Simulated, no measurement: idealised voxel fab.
Name of the process module below: voxel local oxidation
Square cell edge 5 nm, section width 190 nm, ID cut.
Notation: cross-section as square-cell grid; stated in bands, top first, going down; one or more cell rows per band.
First you get the band's top height and its bottom height, in nm, and then the materials it's made of, left to right, with each width in nm. If you see a single material with "throughout", that one covers the band edge to edge. "empty" is empty space.
We count height from 0. Below that, the starting wafer is all one material. The lowest band never ends at the bottom but goes on down; see "0..down" for how that is written.
Quick explanation for "30 to 40": the width changes in equal steps down the rows of cells, from the first number in the band's top row to the second number in its bottom row.
The cross-section has no changed cell in any step marked "nothing changed".
"Entrapped voids" enumerates empty spaces isolated from the top, with no open way to it, that contain at least 8 cells, giving each as width x height at distance from the left edge, all three in nm.
Step line, after settings: the simulator's comment on this step.
On any step carrying a mask, the "overlay nm" setting, if present on the step's line, tells how far right of its planned place the mask lay; negative values point to the left.

Listed below are the process steps as planned
1: RECEIVE: material Si
2: OXIDIZE: depth nm 5
3: CONFORMAL_DEP: material SiN, thk nm 15
4: MASKED_ETCH: tone cover, mask id ACTIVE, width nm 90, etch materials SiN, depth nm 15, overlay nm 0
5: SELECTIVE_ETCH: etch materials SiO2, depth nm 5
6: OXIDIZE: depth nm 10
7: STRIP: etch materials SiN

Cross-section of the wafer as it came to us, i.e., already through step 1
> 0..down = Si throughout
> Entrapped voids: none

First wafer of two, sectioned at end of module; run went per plan
> 0..-5 = empty=55, then SiO2=80, then empty=55
> -5..-15 = SiO2=65, then Si=60, then SiO2=65
> -15..down = Si throughout
> Entrapped voids: none

Same start, same plan as the first wafer - but one mistake in the run. Cross-section of the second of the two at the end of the module
> 0..-5 = empty=55, then SiO2=80, then empty=55
> -5..-15 = SiO2 throughout
> -15..down = Si throughout
> Entrapped voids: none
Run error: step 2 deviated from plan and actually ran as OXIDIZE: depth nm 15
FYI, end of process, the second wafer has more or fewer cells of some materials than the first: 24 fewer of Si | 24 more of SiO2
